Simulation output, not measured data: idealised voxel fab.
Module name: voxel double patterning (process module)
Square cells of 5 nm make up the cross-section cut, whose width is 200 nm.
Think of the cross-section as a grid of square cells. We describe it in bands, top to bottom, and each band covers one or more rows of those cells. What a band's entry tells you: where the top is and where the bottom is, as heights in nm, and after that what lies inside, material by material from left to right, each with its width in nm. Empty space is written as the word "blank", and a single material marked with the word "full width" occupies the band from edge to edge. Heights are expressed relative to 0, this being the level below which the as-received wafer comprises one material exclusively. The lowest band is unbounded in the downward direction and is denoted as in "top 0, no bottom". Read "30->40" as a graded width: first number on top, second number at the bottom, same change between each pair of neighbouring rows. Where a step carries "remained the same", the cross-section came out of it unchanged, cell for cell. "Internal closed voids" contains a list of empty spaces, each no smaller than 8 cells and without an open way to the top, written in the form width x height at distance with the distance from the left edge and all three in nm. Text after the settings on a step's line: the simulator's own remark on that step. overlay nm: on a step with a mask, how far right of its planned place the mask lay; negative means left.

Steps planned for the process:
1) RECEIVE,material Si
2) CONFORMAL_DEP,material SiO2,thk nm 5
3) DIRECTIONAL_DEP,material TiN,thk nm 15
4) DIRECTIONAL_DEP,material SiCN,thk nm 10
5) DIRECTIONAL_DEP,material aC,thk nm 15
6) PATTERN,tone open,mask id FIRST,material resist,width nm 15,pitch nm 50,thk nm 35,overlay nm 0
7) DIRECTIONAL_ETCH,etch materials aC,depth nm 15
8) STRIP,etch materials resist
9) DIRECTIONAL_ETCH,etch materials SiCN,depth nm 10
10) STRIP,etch materials aC
11) PATTERN,tone open,mask id SECOND,material resist,width nm 15,pitch nm 50,thk nm 20,overlay nm 0
12) DIRECTIONAL_ETCH,etch materials SiCN,depth nm 10
13) STRIP,etch materials resist
14) DIRECTIONAL_ETCH,etch materials TiN,depth nm 15
15) STRIP,etch materials SiCN
The thk nm used in step 2 is not the same on every wafer, whereas the starting condition is; the value printed in the plan is the first wafer's.

Cross-section of the first incoming wafer of several, state after step 1:
    top 0, no bottom  Si full width
    Internal closed voids: none

Below: a row per wafer. Contents at end of module: for every material, cells gained since receipt (+) or lost since receipt (-); then closed voids:
thk nm 5 | +40 SiO2 | +75 TiN | Internal closed voids: none
thk nm 10 | +80 SiO2 | +75 TiN | Internal closed voids: none
thk nm 15 | +120 SiO2 | +75 TiN | Internal closed voids: none
thk nm 20 | +160 SiO2 | +75 TiN | Internal closed voids: none
thk nm 25 | +200 SiO2 | +75 TiN | Internal closed voids: none
